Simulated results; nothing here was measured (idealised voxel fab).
Process module under the name voxel double patterning
Each square cell in cross-section cut measures 5 nm, and the section as a whole is 295 nm wide.
In what follows, cross-sections appear as grids of square cells, described through bands that run from the top down, where every band is one or more rows of cells. Look at the band entry: it leads with the top's height and the bottom's height in nm. Then it lists the materials left to right, with a width in nm for each. The word "all across" on a single material says that material fills the band edge to edge. The word "air" is empty space. It should be noted that heights are counted from 0, beneath which the wafer as supplied is of one material throughout, and that the lowest band possesses no lower boundary but continues downward, as written in "0..down". Note: "30->40" means the width goes from the first number (top row of the band) to the second number (bottom row) in equal steps per row of cells. Key: "no modifications" - step with no changed cell in the cross-section. "Encapsulated voids": sealed empty spaces, 8 cells or more, no open way to top, listed width x height at distance, with distance from the left edge and width, height and distance in nm. On each step's line, the part that comes after the settings is the simulator's own comment on the step. overlay nm: for a step with a mask, the amount by which the mask lay right of where it was planned; a negative amount means left of it.
# Process steps (planned)
- 1: RECEIVE | material Si
- 2: CONFORMAL_DEP | material SiN | thk nm 10
- 3: DIRECTIONAL_DEP | material SiO2 | thk nm 15
- 4: DIRECTIONAL_DEP | material SiCN | thk nm 5
- 5: PATTERN | tone open | mask id FIRST | material resist | width nm 15 | pitch nm 50 | thk nm 15 | overlay nm 0
- 6: DIRECTIONAL_ETCH | etch materials SiCN | depth nm 5
- 7: STRIP | etch materials resist
- 8: DIRECTIONAL_DEP | material aC | thk nm 10
- 9: PATTERN | tone open | mask id SECOND | material resist | width nm 15 | thk nm 30 | overlay nm 0
- 10: DIRECTIONAL_ETCH | etch materials aC | depth nm 10
- 11: STRIP | etch materials resist
- 12: DIRECTIONAL_ETCH | etch materials SiCN | depth nm 5
- 13: STRIP | etch materials aC
- 14: DIRECTIONAL_ETCH | etch materials SiO2 | depth nm 15
- 15: STRIP | etch materials SiCN
Don't read the plan's width nm for step 5 as applying to every wafer: that's the first wafer's value, and the wafers differ in it, though they all start identical.
# Sectional view: first of several wafers, as received, after step 1
0..down | Si all across
Encapsulated voids: none
# Cross-section of the first of several wafers once the module has run through its last step, step 15
25..10 | SiO2=115, then air=15, then SiO2=10, then air=15, then SiO2=10, then air=15, then SiO2=115
10..0 | SiN all across
0..down | Si all across
Encapsulated voids: none
# Cross-section of the final wafer among several, taken at the end of the module
25..10 | SiO2=110, then air=45, then SiO2=5, then air=30, then SiO2=105
10..0 | SiN all across
0..down | Si all across
Encapsulated voids: none
# End of module, by wafer: material-by-material cell gain (+) or loss (-) since receipt, then closed voids
width nm 15; +118 SiN; +150 SiO2; Encapsulated voids: none
width nm 20; +118 SiN; +144 SiO2; Encapsulated voids: none
width nm 25; +118 SiN; +138 SiO2; Encapsulated voids: none
width nm 30; +118 SiN; +132 SiO2; Encapsulated voids: none
